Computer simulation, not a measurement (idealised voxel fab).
Process module in this document: voxel capacitor over wiring
In the cross-section labelled cut, the width is 255 nm and each square cell is 5 nm.
When this document writes out a cross-section, it uses a grid of square cells and lists it as bands, beginning at the top and moving down, with a band standing for one or more rows of cells. Per band: top height and bottom height in nm, followed by the left-to-right materials and their widths in nm; "everywhere" marks a single material spanning edge to edge, "empty" marks empty space. Where do heights start? At 0: under that level the wafer as delivered is made of one material only. And the lowest band has no floor; it just carries on downward, as in "top 0, no bottom". The two numbers in a width such as "30 to 40" mark its ends across the band: the first belongs to the top row of cells, the second to the bottom row, and from each row to the next the width moves by the same amount. Reading "nothing got changed" for a step: not a cell of the cross-section changed in it. Basically, "Voids, enclosed" tells you about the enclosed voids: empty spaces with no open way to the top, 8 cells or bigger, each written width x height at distance, where distance is from the left edge, all in nm. Where a step's line continues beyond its settings, the continuation is a remark by the simulator itself on that step. overlay nm: how far to the right of its planned place the mask lay on this masked step (negative: to the left).

-- Process steps (planned)
1: op RECEIVE | material Si
2: op CONFORMAL_DEP | material SiO2 | thk nm 15
3: op DIRECTIONAL_DEP | material TiN | thk nm 5
4: op DIRECTIONAL_DEP | material Ru | thk nm 25
5: op MASKED_ETCH | tone cover | mask id METAL_1 | width nm 20 | pitch nm 85 | etch materials Ru | depth nm 25 | overlay nm 0
6: op MASKED_ETCH | tone cover | mask id METAL_1 | width nm 20 | pitch nm 85 | etch materials TiN | depth nm 5 | overlay nm 0
7: op FILL_DEP | material SiO2 | thk nm 10
8: op CMP | height nm 45
9: op CONFORMAL_DEP | material SiCN | thk nm 5
10: op DIRECTIONAL_DEP | material SiO2 | thk nm 20
11: op DIRECTIONAL_DEP | material aC | thk nm 10
12: op PATTERN | tone open | mask id PLUG_1 | material resist | width nm 15 | thk nm 30 | overlay nm 0
13: op DIRECTIONAL_ETCH | etch materials aC | depth nm 10
14: op STRIP | etch materials resist
15: op DIRECTIONAL_ETCH | etch materials SiO2 | depth nm 20
16: op DIRECTIONAL_ETCH | etch materials SiCN | depth nm 5
17: op STRIP | etch materials aC
18: op EPI | material Ru | thk nm 10
19: op EPI | material Ru | thk nm 10
20: op EPI | material Ru | thk nm 5
21: op DIRECTIONAL_DEP | material TiN | thk nm 5
22: op DIRECTIONAL_DEP | material HfO2 | thk nm 5
23: op DIRECTIONAL_DEP | material TiN | thk nm 5
24: op MASKED_ETCH | tone cover | mask id UPPER_PLATE | width nm 70 | etch materials TiN | depth nm 5 | overlay nm 0
25: op MASKED_ETCH | tone cover | mask id UPPER_PLATE | width nm 70 | etch materials HfO2 | depth nm 5 | overlay nm 0
26: op MASKED_ETCH | tone cover | mask id LOWER_PLATE | width nm 80 | etch materials TiN | depth nm 5 | overlay nm 0
27: op FILL_DEP | material SiO2 | thk nm 15
28: op CMP | height nm 95
29: op PATTERN | tone open | mask id PLUG_2 | material resist | width nm 15 | thk nm 15 | overlay nm 0
30: op DIRECTIONAL_ETCH | etch materials SiO2 | depth nm 10
31: op STRIP | etch materials resist
32: op CONFORMAL_DEP | material TiN | thk nm 5
33: op FILL_DEP | material Ru | thk nm 10
34: op CMP | height nm 95
35: op CONFORMAL_DEP | material SiCN | thk nm 5

-- First out of two wafers; run went to plan

-- As received (post step 1): cross-section
	top 0, no bottom = Si everywhere
	Voids, enclosed: none

-- How the wafer stands in section after step 2
	top 15, bottom 0 = SiO2 everywhere
	At heights below 0, the structure remains unaltered.

-- How the wafer stands in section after step 3
	top 20, bottom 15 = TiN everywhere
	At heights below 15, the structure remains unaltered.

-- How the wafer stands in section after step 4
	top 45, bottom 20 = Ru everywhere
	At heights below 20, the structure remains unaltered.

-- How the wafer stands in section after step 5
	top 45, bottom 20 = 75 empty  20 Ru  65 empty  20 Ru  75 empty
	At heights below 20, the structure remains unaltered.

-- How the wafer stands in section after step 6
	top 45, bottom 20 = 75 empty  20 Ru  65 empty  20 Ru  75 empty
	top 20, bottom 15 = 75 empty  20 TiN  65 empty  20 TiN  75 empty
	At heights below 15, the structure remains unaltered.

-- How the wafer stands in section after step 7
	top 55, bottom 45 = SiO2 everywhere
	top 45, bottom 20 = 75 SiO2  20 Ru  65 SiO2  20 Ru  75 SiO2
	top 20, bottom 15 = 75 SiO2  20 TiN  65 SiO2  20 TiN  75 SiO2
	At heights below 15, the structure remains unaltered.

-- How the wafer stands in section after step 8
	top 45, bottom 20 = 75 SiO2  20 Ru  65 SiO2  20 Ru  75 SiO2
	At heights below 20, the structure remains unaltered.

-- How the wafer stands in section after step 9
	top 50, bottom 45 = SiCN everywhere
	At heights below 45, the structure remains unaltered.

-- How the wafer stands in section after step 10
	top 70, bottom 50 = SiO2 everywhere
	At heights below 50, the structure remains unaltered.

-- How the wafer stands in section after step 11
	top 80, bottom 70 = aC everywhere
	At heights below 70, the structure remains unaltered.

-- How the wafer stands in section after step 12
	top 110, bottom 80 = 80 resist  15 empty  160 resist
	At heights below 80, the structure remains unaltered.

-- How the wafer stands in section after step 13
	top 100, bottom 80 = 80 resist  15 empty  160 resist
	top 80, bottom 70 = 80 aC  15 empty  160 aC
	At heights below 70, the structure remains unaltered.

-- How the wafer stands in section after step 14
	top 80, bottom 70 = 80 aC  15 empty  160 aC
	At heights below 70, the structure remains unaltered.

-- How the wafer stands in section after step 15
	top 80, bottom 70 = 80 aC  15 empty  160 aC
	top 70, bottom 50 = 80 SiO2  15 empty  160 SiO2
	At heights below 50, the structure remains unaltered.

-- How the wafer stands in section after step 16
	top 80, bottom 70 = 80 aC  15 empty  160 aC
	top 70, bottom 50 = 80 SiO2  15 empty  160 SiO2
	top 50, bottom 45 = 80 SiCN  15 empty  160 SiCN
	At heights below 45, the structure remains unaltered.

-- How the wafer stands in section after step 17
	top 70, bottom 50 = 80 SiO2  15 empty  160 SiO2
	At heights below 50, the structure remains unaltered.

-- How the wafer stands in section after step 18
	top 70, bottom 55 = 80 SiO2  15 empty  160 SiO2
	top 55, bottom 50 = 80 SiO2  15 Ru  160 SiO2
	top 50, bottom 45 = 80 SiCN  15 Ru  160 SiCN
	At heights below 45, the structure remains unaltered.

-- How the wafer stands in section after step 19
	top 70, bottom 65 = 80 SiO2  15 empty  160 SiO2
	top 65, bottom 50 = 80 SiO2  15 Ru  160 SiO2
	At heights below 50, the structure remains unaltered.

-- How the wafer stands in section after step 20
	top 70, bottom 50 = 80 SiO2  15 Ru  160 SiO2
	At heights below 50, the structure remains unaltered.

-- How the wafer stands in section after step 21
	top 75, bottom 70 = TiN everywhere
	At heights below 70, the structure remains unaltered.

-- How the wafer stands in section after step 22
	top 80, bottom 75 = HfO2 everywhere
	At heights below 75, the structure remains unaltered.

-- How the wafer stands in section after step 23
	top 85, bottom 80 = TiN everywhere
	At heights below 80, the structure remains unaltered.

-- How the wafer stands in section after step 24
	top 85, bottom 80 = 80 empty  70 TiN  105 empty
	At heights below 80, the structure remains unaltered.

-- How the wafer stands in section after step 25
	top 85, bottom 80 = 80 empty  70 TiN  105 empty
	top 80, bottom 75 = 80 empty  70 HfO2  105 empty
	At heights below 75, the structure remains unaltered.

-- How the wafer stands in section after step 26
	top 85, bottom 80 = 80 empty  70 TiN  105 empty
	top 80, bottom 75 = 80 empty  70 HfO2  105 empty
	top 75, bottom 70 = 75 empty  80 TiN  100 empty
	At heights below 70, the structure remains unaltered.

-- How the wafer stands in section after step 27
	top 100, bottom 85 = SiO2 everywhere
	top 85, bottom 80 = 80 SiO2  70 TiN  105 SiO2
	top 80, bottom 75 = 80 SiO2  70 HfO2  105 SiO2
	top 75, bottom 70 = 75 SiO2  80 TiN  100 SiO2
	At heights below 70, the structure remains unaltered.

-- How the wafer stands in section after step 28
	top 95, bottom 85 = SiO2 everywhere
	At heights below 85, the structure remains unaltered.

-- How the wafer stands in section after step 29
	top 110, bottom 95 = 90 resist  15 empty  150 resist
	At heights below 95, the structure remains unaltered.

-- How the wafer stands in section after step 30
	top 110, bottom 95 = 90 resist  15 empty  150 resist
	top 95, bottom 85 = 90 SiO2  15 empty  150 SiO2
	At heights below 85, the structure remains unaltered.

-- How the wafer stands in section after step 31
	top 95, bottom 85 = 90 SiO2  15 empty  150 SiO2
	At heights below 85, the structure remains unaltered.

-- How the wafer stands in section after step 32
	top 100, bottom 95 = 95 TiN  5 empty  155 TiN
	top 95, bottom 90 = 90 SiO2  5 TiN  5 empty  5 TiN  150 SiO2
	top 90, bottom 80 = 90 to 80 SiO2  15 to 70 TiN  150 to 105 SiO2
	At heights below 80, the structure remains unaltered.

-- How the wafer stands in section after step 33
	top 110, bottom 100 = Ru everywhere
	top 100, bottom 95 = 95 TiN  5 Ru  155 TiN
	top 95, bottom 90 = 90 SiO2  5 TiN  5 Ru  5 TiN  150 SiO2
	At heights below 90, the structure remains unaltered.

-- How the wafer stands in section after step 34
	top 95, bottom 90 = 90 SiO2  5 TiN  5 Ru  5 TiN  150 SiO2
	At heights below 90, the structure remains unaltered.

-- How the wafer stands in section after step 35
	top 100, bottom 95 = SiCN everywhere
	At heights below 95, the structure remains unaltered.

-- Now the other wafer: same start, same recipe, but we messed up one thing when running it. Up to and including step 33 it's the same as the first one

Planned end of step 34: second wafer, cross-section: nothing got changed

-- Planned end of step 35: second wafer, cross-section
	top 115, bottom 110 = SiCN everywhere
	At heights below 110, the structure remains unaltered.
Error vs. plan: with respect to the plan, step 34 was omitted and not executed
Once processing is complete, comparing cell counts shows that the second wafer has more or fewer of certain materials than the first: +103 Ru | +50 TiN
